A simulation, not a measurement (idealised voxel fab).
voxel lift off: a process module
Section shown: cut. Width: 265 nm. Cell size: 5 nm, square.
A cross-section is written here as square cells arranged in a grid, and it is given in bands from the top down, each band taking up one or more rows of cells. Band: top and bottom heights (nm) first, top before bottom; then materials from left to right, widths in nm. "full width" marks a sole material filling the band edge to edge. "empty" denotes empty space. Counting heights begins at 0, where everything beneath is, in the wafer as received, one material. The lowest band has no bottom; it goes on downwards, as "0 and below" shows. The two numbers in a width such as "30->40" mark its ends across the band: the first belongs to the top row of cells, the second to the bottom row, and from each row to the next the width moves by the same amount. "no change occurred" after a step means that no cell of the cross-section changed. You'll see "Fully closed voids" listing empty spaces that have no way open to the top, as long as they're 8 cells or more; the notation is width x height at distance, where the distance is from the left edge, and all of it is in nm. Read whatever lies past the settings on a step's line as the simulator's own remark about the step. Among the settings permitted on a step's line is "overlay nm"; applied to a step with a mask, it specifies the extent to which the mask lay to the right of its planned position, whereas a negative figure signifies a position to the left.
[Listed below are the process steps as planned]
1 RECEIVE, material Si
2 CONFORMAL_DEP, material SiO2, thk nm 5
3 PATTERN, tone open, mask id LINES, material resist, width nm 30, pitch nm 50, thk nm 25, overlay nm 0
4 DIRECTIONAL_DEP, material Ru, thk nm 15
5 STRIP, etch materials resist
6 CONFORMAL_DEP, material SiN, thk nm 5
[Step 1 complete: cross-section of the wafer as received]
	0 and below  Si full width
	Fully closed voids: none
[Cross-sectional result after module completion. Note: starting condition and plan are unchanged from above; one processing mistake was made]
	30 down to 25  empty 60, SiN 40, empty 10, SiN 40, empty 10, SiN 40, empty 65
	25 down to 10  empty 60, SiN 5, Ru 30, SiN 5, empty 10, SiN 5, Ru 30, SiN 5, empty 10, SiN 5, Ru 30, SiN 5, empty 65
	10 down to 5  SiN 65, Ru 30, SiN 20, Ru 30, SiN 20, Ru 30, SiN 70
	5 down to 0  SiO2 full width
	0 and below  Si full width
	Fully closed voids: none
Short version of what went wrong: rather than as planned, step 4 actually ran as DIRECTIONAL_DEP, material Ru, thk nm 20
